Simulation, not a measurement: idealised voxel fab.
process module | voxel quadruple lines
cross-section cut | 280 nm wide | cells 5 nm
A cross-section is a grid of square cells, given in bands from the top down. A band is one or more rows of cells.
Each band's line starts with the height of the band's top and of its bottom, in nm. Then come its materials from left to right, each with its width in nm. One material with "throughout" fills the band from edge to edge. "air" is empty space.
Height 0 is the level under which the wafer as received is all one material. The lowest band goes on downwards, as in "0 down".
A width such as "30 to 40" changes by the same amount from each row of cells to the next, from the band's top row to its bottom row.
"no change" after a step means that no cell of the cross-section changed.
closed voids: empty space of 8 cells or more with no open way to the top, each as width x height at its distance from the left edge, in nm
after a step's settings: what the simulator itself notes on the step
overlay nm, on a step with a mask: how far to the right of its planned place the mask lay; to the left if negative
plan
1 op RECEIVE | material Si
2 op CONFORMAL_DEP | material Al2O3 | thk nm 5
3 op DIRECTIONAL_DEP | material Ru | thk nm 10
4 op DIRECTIONAL_DEP | material polySi | thk nm 20
5 op DIRECTIONAL_DEP | material aC | thk nm 20
6 op PATTERN | tone cover | mask id MANDREL | material resist | width nm 20 | thk nm 25 | overlay nm 0
7 op DIRECTIONAL_ETCH | etch materials aC | depth nm 20
8 op STRIP | etch materials resist
9 op CONFORMAL_DEP | material SiO2 | thk nm 10
10 op DIRECTIONAL_ETCH | etch materials SiO2 | depth nm 10
11 op STRIP | etch materials aC
12 op DIRECTIONAL_ETCH | etch materials polySi | depth nm 20
13 op STRIP | etch materials SiO2
14 op CONFORMAL_DEP | material SiCN | thk nm 5
15 op DIRECTIONAL_ETCH | etch materials SiCN | depth nm 5
16 op STRIP | etch materials polySi
17 op DIRECTIONAL_ETCH | etch materials Ru | depth nm 10
18 op STRIP | etch materials SiCN
19 op FILL_DEP | material lowk | thk nm 10
20 op CMP | height nm 15
first wafer, as planned
as received, after step 1
  0 down: Si throughout
  closed voids: none
after step 2
  5 to 0: Al2O3 throughout
  below 0: unchanged
after step 3
  15 to 5: Ru throughout
  below 5: unchanged
after step 4
  35 to 15: polySi throughout
  below 15: unchanged
after step 5
  55 to 35: aC throughout
  below 35: unchanged
after step 6
  80 to 55: air 130 | resist 20 | air 130
  below 55: unchanged
after step 7
  60 to 55: air 130 | resist 20 | air 130
  55 to 35: air 130 | aC 20 | air 130
  below 35: unchanged
after step 8
  55 to 35: air 130 | aC 20 | air 130
  below 35: unchanged
after step 9
  65 to 55: air 120 | SiO2 40 | air 120
  55 to 45: air 120 | SiO2 10 | aC 20 | SiO2 10 | air 120
  45 to 35: SiO2 130 | aC 20 | SiO2 130
  below 35: unchanged
after step 10
  55 to 35: air 120 | SiO2 10 | aC 20 | SiO2 10 | air 120
  below 35: unchanged
after step 11
  55 to 35: air 120 | SiO2 10 | air 20 | SiO2 10 | air 120
  below 35: unchanged
after step 12
  55 to 35: air 120 | SiO2 10 | air 20 | SiO2 10 | air 120
  35 to 15: air 120 | polySi 10 | air 20 | polySi 10 | air 120
  below 15: unchanged
after step 13
  35 to 15: air 120 | polySi 10 | air 20 | polySi 10 | air 120
  below 15: unchanged
after step 14
  40 to 35: air 115 | SiCN 20 | air 10 | SiCN 20 | air 115
  35 to 20: air 115 | SiCN 5 | polySi 10 | SiCN 5 | air 10 | SiCN 5 | polySi 10 | SiCN 5 | air 115
  20 to 15: SiCN 120 | polySi 10 | SiCN 20 | polySi 10 | SiCN 120
  below 15: unchanged
after step 15
  35 to 15: air 115 | SiCN 5 | polySi 10 | SiCN 5 | air 10 | SiCN 5 | polySi 10 | SiCN 5 | air 115
  below 15: unchanged
after step 16
  35 to 15: air 115 | SiCN 5 | air 10 | SiCN 5 | air 10 | SiCN 5 | air 10 | SiCN 5 | air 115
  below 15: unchanged
after step 17
  35 to 15: air 115 | SiCN 5 | air 10 | SiCN 5 | air 10 | SiCN 5 | air 10 | SiCN 5 | air 115
  15 to 5: air 115 | Ru 5 | air 10 | Ru 5 | air 10 | Ru 5 | air 10 | Ru 5 | air 115
  below 5: unchanged
after step 18
  15 to 5: air 115 | Ru 5 | air 10 | Ru 5 | air 10 | Ru 5 | air 10 | Ru 5 | air 115
  below 5: unchanged
after step 19
  25 to 15: lowk throughout
  15 to 5: lowk 115 | Ru 5 | lowk 10 | Ru 5 | lowk 10 | Ru 5 | lowk 10 | Ru 5 | lowk 115
  below 5: unchanged
after step 20
  15 to 5: lowk 115 | Ru 5 | lowk 10 | Ru 5 | lowk 10 | Ru 5 | lowk 10 | Ru 5 | lowk 115
  below 5: unchanged
second wafer: like start, like plan, one mistake. Through step 12 it matches the first wafer
when step 13 should have ended
  35 to 15: air 120 | polySi 10 | air 20 | polySi 10 | air 120
  below 15: unchanged
when step 14 should have ended
  40 to 35: air 115 | SiCN 20 | air 10 | SiCN 20 | air 115
  35 to 20: air 115 | SiCN 5 | polySi 10 | SiCN 5 | air 10 | SiCN 5 | polySi 10 | SiCN 5 | air 115
  20 to 15: SiCN 120 | polySi 10 | SiCN 20 | polySi 10 | SiCN 120
  below 15: unchanged
when step 15 should have ended
  35 to 15: air 115 | SiCN 5 | polySi 10 | SiCN 5 | air 10 | SiCN 5 | polySi 10 | SiCN 5 | air 115
  below 15: unchanged
when step 16 should have ended
  35 to 15: air 115 | SiCN 5 | air 10 | SiCN 5 | air 10 | SiCN 5 | air 10 | SiCN 5 | air 115
  below 15: unchanged
when step 17 should have ended
  35 to 15: air 115 | SiCN 5 | air 10 | SiCN 5 | air 10 | SiCN 5 | air 10 | SiCN 5 | air 115
  15 to 5: air 115 | Ru 5 | air 10 | Ru 5 | air 10 | Ru 5 | air 10 | Ru 5 | air 115
  below 5: unchanged
when step 18 should have ended
  15 to 5: air 115 | Ru 5 | air 10 | Ru 5 | air 10 | Ru 5 | air 10 | Ru 5 | air 115
  below 5: unchanged
when step 19 should have ended
  25 to 15: lowk throughout
  15 to 5: lowk 115 | Ru 5 | lowk 10 | Ru 5 | lowk 10 | Ru 5 | lowk 10 | Ru 5 | lowk 115
  below 5: unchanged
when step 20 should have ended
  15 to 5: lowk 115 | Ru 5 | lowk 10 | Ru 5 | lowk 10 | Ru 5 | lowk 10 | Ru 5 | lowk 115
  below 5: unchanged
what went wrong: step 13 was run twice
at the end the two cross-sections are the same: no effect in what this model computes
